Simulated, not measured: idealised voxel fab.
Proc. module: voxel wiring stack
It is cross-section cut that appears here, measuring 170 nm in width, its square cells being 5 nm in size.
Think of the cross-section as a grid of square cells. We describe it in bands, top to bottom, and each band covers one or more rows of those cells. First you get the band's top height and its bottom height, in nm, and then the materials it's made of, left to right, with each width in nm. If you see a single material with "all across", that one covers the band edge to edge. "air" is empty space. Heights are expressed relative to 0, this being the level below which the as-received wafer comprises one material exclusively. The lowest band is unbounded in the downward direction and is denoted as in "z 0 and below". Top row gets the first number, bottom row gets the second, and each row in between changes by the same step: that is how a band width like "30 to 40" works. The designation "changes: none", where it is given for a processing step, indicates that no cell of the cross-section was altered in the course of that step. "Voids, enclosed" specifies each empty space that is not open to the top and that occupies no fewer than 8 cells, using the form width x height at distance, the distance measured from the left edge and all three quantities in nm. On a step's line, text after the settings is the simulator commenting on that step. The line of a step may include "overlay nm". On a step with a mask, this value is how far to the right of its planned place the mask lay. A negative value means the mask lay to the left.

The following list gives the planned process steps
step 1: RECEIVE with material Si
step 2: CONFORMAL_DEP with material SiO2, thk nm 10
step 3: CONFORMAL_DEP with material SiN, thk nm 5
step 4: DIRECTIONAL_DEP with material lowk, thk nm 15
step 5: PATTERN with tone open, mask id METAL_1, material resist, width nm 20, pitch nm 35, thk nm 20, overlay nm 0
step 6: DIRECTIONAL_ETCH with etch materials lowk, depth nm 15
step 7: DIRECTIONAL_ETCH with etch materials SiN, depth nm 5
step 8: STRIP with etch materials resist
step 9: CONFORMAL_DEP with material TiN, thk nm 5
step 10: FILL_DEP with material Ru, thk nm 10
step 11: CMP with height nm 30
step 12: EPI with material Ru, thk nm 5
step 13: FILL_DEP with material SiCN, thk nm 5
step 14: DIRECTIONAL_DEP with material SiO2, thk nm 10
step 15: DIRECTIONAL_DEP with material aC, thk nm 15
step 16: PATTERN with tone open, mask id PLUG_1, material resist, width nm 15, pitch nm 35, thk nm 35, overlay nm 0
step 17: DIRECTIONAL_ETCH with etch materials aC, depth nm 15
step 18: STRIP with etch materials resist
step 19: DIRECTIONAL_ETCH with etch materials SiO2, depth nm 10
step 20: DIRECTIONAL_ETCH with etch materials SiCN, depth nm 5
step 21: STRIP with etch materials aC
step 22: EPI with material Ru, thk nm 10
step 23: EPI with material Ru, thk nm 5
step 24: CONFORMAL_DEP with material SiN, thk nm 5
step 25: DIRECTIONAL_DEP with material lowk, thk nm 15
step 26: MASKED_ETCH with tone open, mask id METAL_2, width nm 20, pitch nm 35, etch materials lowk, depth nm 15, overlay nm 0
step 27: MASKED_ETCH with tone open, mask id METAL_2, width nm 20, pitch nm 35, etch materials SiN, depth nm 5, overlay nm 0
step 28: CONFORMAL_DEP with material TiN, thk nm 5
step 29: FILL_DEP with material W, thk nm 5
step 30: CMP with height nm 70
step 31: EPI with material Ru, thk nm 5
step 32: FILL_DEP with material SiCN, thk nm 5
step 33: DIRECTIONAL_DEP with material SiO2, thk nm 30
step 34: MASKED_ETCH with tone open, mask id METAL_3, width nm 20, pitch nm 35, etch materials SiO2, depth nm 15, overlay nm 0
step 35: PATTERN with tone open, mask id METAL_3_HOLES, material resist, width nm 15, pitch nm 35, thk nm 15, overlay nm 0
step 36: DIRECTIONAL_ETCH with etch materials SiO2, depth nm 15
step 37: DIRECTIONAL_ETCH with etch materials SiCN, depth nm 5
step 38: STRIP with etch materials resist
step 39: CONFORMAL_DEP with material TiN, thk nm 5
step 40: FILL_DEP with material Ru, thk nm 10
step 41: CMP with height nm 110
step 42: CONFORMAL_DEP with material SiN, thk nm 5

Shown in cross-section is the wafer as received, that is, as it stands after step 1
z 0 and below  Si all across
Voids, enclosed: none

Post-module cross-section: identical start and plan to those above, one misstep in execution
z 115 to 80  SiN all across
z 80 to 75  SiCN all across
z 75 to 70  SiCN: 15, Ru: 30, SiCN: 5, Ru: 30, SiCN: 5, Ru: 30, SiCN: 5, Ru: 30, SiCN: 20
z 70 to 55  lowk: 20, TiN: 5, W: 10, TiN: 5, lowk: 15, TiN: 5, W: 10, TiN: 5, lowk: 15, TiN: 5, W: 10, TiN: 5, lowk: 15, TiN: 5, W: 10, TiN: 5, lowk: 25
z 55 to 50  SiN: 20, TiN: 20, SiN: 15, TiN: 20, SiN: 15, TiN: 20, SiN: 15, TiN: 20, SiN: 25
z 50 to 40  SiO2: 20, Ru: 15, SiO2: 20, Ru: 15, SiO2: 20, Ru: 15, SiO2: 20, Ru: 15, SiO2: 30
z 40 to 30  SiCN: 20 to 15, Ru: 15 to 30, SiCN: 20 to 5, Ru: 15 to 30, SiCN: 20 to 5, Ru: 15 to 30, SiCN: 20 to 5, Ru: 15 to 30, SiCN: 30 to 20
z 30 to 15  lowk: 20, TiN: 5, Ru: 10, TiN: 5, lowk: 15, TiN: 5, Ru: 10, TiN: 5, lowk: 15, TiN: 5, Ru: 10, TiN: 5, lowk: 15, TiN: 5, Ru: 10, TiN: 5, lowk: 25
z 15 to 10  SiN: 20, TiN: 20, SiN: 15, TiN: 20, SiN: 15, TiN: 20, SiN: 15, TiN: 20, SiN: 25
z 10 to 0  SiO2 all across
z 0 and below  Si all across
Voids, enclosed: none
The mistake made against the process plan was this: rather than as planned, step 33 actually ran as DIRECTIONAL_DEP with material SiN, thk nm 30
